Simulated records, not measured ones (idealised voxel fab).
process module | voxel air gaps
cross-section cut | 165 nm wide | cells 5 nm
A cross-section is a grid of square cells, given in bands from the top down. A band is one or more rows of cells.
Each band's line starts with the height of the band's top and of its bottom, in nm. Then come its materials from left to right, each with its width in nm. One material with "throughout" fills the band from edge to edge. "air" is empty space.
Height 0 is the level under which the wafer as received is all one material. The lowest band goes on downwards, as in "0 down".
A width such as "30 to 40" changes by the same amount from each row of cells to the next, from the band's top row to its bottom row.
"no change" after a step means that no cell of the cross-section changed.
closed voids: empty space of 8 cells or more with no open way to the top, each as width x height at its distance from the left edge, in nm
after a step's settings: what the simulator itself notes on the step
overlay nm, on a step with a mask: how far to the right of its planned place the mask lay; to the left if negative
plan
1 op RECEIVE | material Si
2 op CONFORMAL_DEP | material SiO2 | thk nm 10
3 op CONFORMAL_DEP | material SiN | thk nm 5
4 op DIRECTIONAL_DEP | material lowk | thk nm 35
5 op PATTERN | tone open | mask id LINES | material resist | width nm 15 | pitch nm 45 | thk nm 20 | overlay nm 0
6 op DIRECTIONAL_ETCH | etch materials lowk | depth nm 35
7 op STRIP | etch materials resist
8 op CONFORMAL_DEP | material TiN | thk nm 5
9 op FILL_DEP | material Ru | thk nm 5
10 op CMP | height nm 50
11 op EPI | material Ru | thk nm 10
12 op SELECTIVE_ETCH | etch materials lowk | depth nm 45
13 op CONFORMAL_DEP | material SiCN | thk nm 5
first wafer, as planned
as received, after step 1
  0 down: Si throughout
  closed voids: none
after step 2
  10 to 0: SiO2 throughout
  below 0: unchanged
after step 3
  15 to 10: SiN throughout
  below 10: unchanged
after step 4
  50 to 15: lowk throughout
  below 15: unchanged
after step 5
  70 to 50: resist 30 | air 15 | resist 30 | air 15 | resist 30 | air 15 | resist 30
  below 50: unchanged
after step 6
  70 to 50: resist 30 | air 15 | resist 30 | air 15 | resist 30 | air 15 | resist 30
  50 to 15: lowk 30 | air 15 | lowk 30 | air 15 | lowk 30 | air 15 | lowk 30
  below 15: unchanged
after step 7
  50 to 15: lowk 30 | air 15 | lowk 30 | air 15 | lowk 30 | air 15 | lowk 30
  below 15: unchanged
after step 8
  55 to 50: TiN 35 | air 5 | TiN 40 | air 5 | TiN 40 | air 5 | TiN 35
  50 to 20: lowk 30 | TiN 5 | air 5 | TiN 5 | lowk 30 | TiN 5 | air 5 | TiN 5 | lowk 30 | TiN 5 | air 5 | TiN 5 | lowk 30
  20 to 15: lowk 30 | TiN 15 | lowk 30 | TiN 15 | lowk 30 | TiN 15 | lowk 30
  below 15: unchanged
after step 9
  60 to 55: Ru throughout
  55 to 50: TiN 35 | Ru 5 | TiN 40 | Ru 5 | TiN 40 | Ru 5 | TiN 35
  50 to 20: lowk 30 | TiN 5 | Ru 5 | TiN 5 | lowk 30 | TiN 5 | Ru 5 | TiN 5 | lowk 30 | TiN 5 | Ru 5 | TiN 5 | lowk 30
  below 20: unchanged
after step 10
  50 to 20: lowk 30 | TiN 5 | Ru 5 | TiN 5 | lowk 30 | TiN 5 | Ru 5 | TiN 5 | lowk 30 | TiN 5 | Ru 5 | TiN 5 | lowk 30
  below 20: unchanged
after step 11
  60 to 50: air 20 | Ru 35 | air 10 | Ru 35 | air 10 | Ru 35 | air 20
  below 50: unchanged
after step 12
  60 to 50: air 20 | Ru 35 | air 10 | Ru 35 | air 10 | Ru 35 | air 20
  50 to 20: air 30 | TiN 5 | Ru 5 | TiN 5 | air 30 | TiN 5 | Ru 5 | TiN 5 | air 30 | TiN 5 | Ru 5 | TiN 5 | air 30
  20 to 15: air 30 | TiN 15 | air 30 | TiN 15 | air 30 | TiN 15 | air 30
  below 15: unchanged
after step 13
  65 to 60: air 15 | SiCN 135 | air 15
  60 to 50: air 15 | SiCN 5 | Ru 35 | SiCN 10 | Ru 35 | SiCN 10 | Ru 35 | SiCN 5 | air 15
  50 to 45: air 15 | SiCN 15 | TiN 5 | Ru 5 | TiN 5 | SiCN 30 | TiN 5 | Ru 5 | TiN 5 | SiCN 30 | TiN 5 | Ru 5 | TiN 5 | SiCN 15 | air 15
  45 to 20: air 25 | SiCN 5 | TiN 5 | Ru 5 | TiN 5 | SiCN 5 | air 20 | SiCN 5 | TiN 5 | Ru 5 | TiN 5 | SiCN 5 | air 20 | SiCN 5 | TiN 5 | Ru 5 | TiN 5 | SiCN 5 | air 25
  20 to 15: SiCN 30 | TiN 15 | SiCN 30 | TiN 15 | SiCN 30 | TiN 15 | SiCN 30
  below 15: unchanged
  closed voids: 20 x 25 at 50; 20 x 25 at 95
second wafer: like start, like plan, one mistake. Through step 9 it matches the first wafer
when step 10 should have ended
  40 to 20: lowk 30 | TiN 5 | Ru 5 | TiN 5 | lowk 30 | TiN 5 | Ru 5 | TiN 5 | lowk 30 | TiN 5 | Ru 5 | TiN 5 | lowk 30
  below 20: unchanged
when step 11 should have ended
  50 to 40: air 20 | Ru 35 | air 10 | Ru 35 | air 10 | Ru 35 | air 20
  below 40: unchanged
when step 12 should have ended
  50 to 40: air 20 | Ru 35 | air 10 | Ru 35 | air 10 | Ru 35 | air 20
  40 to 20: air 30 | TiN 5 | Ru 5 | TiN 5 | air 30 | TiN 5 | Ru 5 | TiN 5 | air 30 | TiN 5 | Ru 5 | TiN 5 | air 30
  20 to 15: air 30 | TiN 15 | air 30 | TiN 15 | air 30 | TiN 15 | air 30
  below 15: unchanged
when step 13 should have ended
  55 to 50: air 15 | SiCN 135 | air 15
  50 to 40: air 15 | SiCN 5 | Ru 35 | SiCN 10 | Ru 35 | SiCN 10 | Ru 35 | SiCN 5 | air 15
  40 to 35: air 15 | SiCN 15 | TiN 5 | Ru 5 | TiN 5 | SiCN 30 | TiN 5 | Ru 5 | TiN 5 | SiCN 30 | TiN 5 | Ru 5 | TiN 5 | SiCN 15 | air 15
  35 to 20: air 25 | SiCN 5 | TiN 5 | Ru 5 | TiN 5 | SiCN 5 | air 20 | SiCN 5 | TiN 5 | Ru 5 | TiN 5 | SiCN 5 | air 20 | SiCN 5 | TiN 5 | Ru 5 | TiN 5 | SiCN 5 | air 25
  20 to 15: SiCN 30 | TiN 15 | SiCN 30 | TiN 15 | SiCN 30 | TiN 15 | SiCN 30
  below 15: unchanged
  closed voids: 20 x 15 at 50; 20 x 15 at 95
what went wrong: step 10 ran as: op CMP | height nm 40
at the end the second wafer has, in cells: 6 fewer of Ru | 12 fewer of SiCN | 12 fewer of TiN
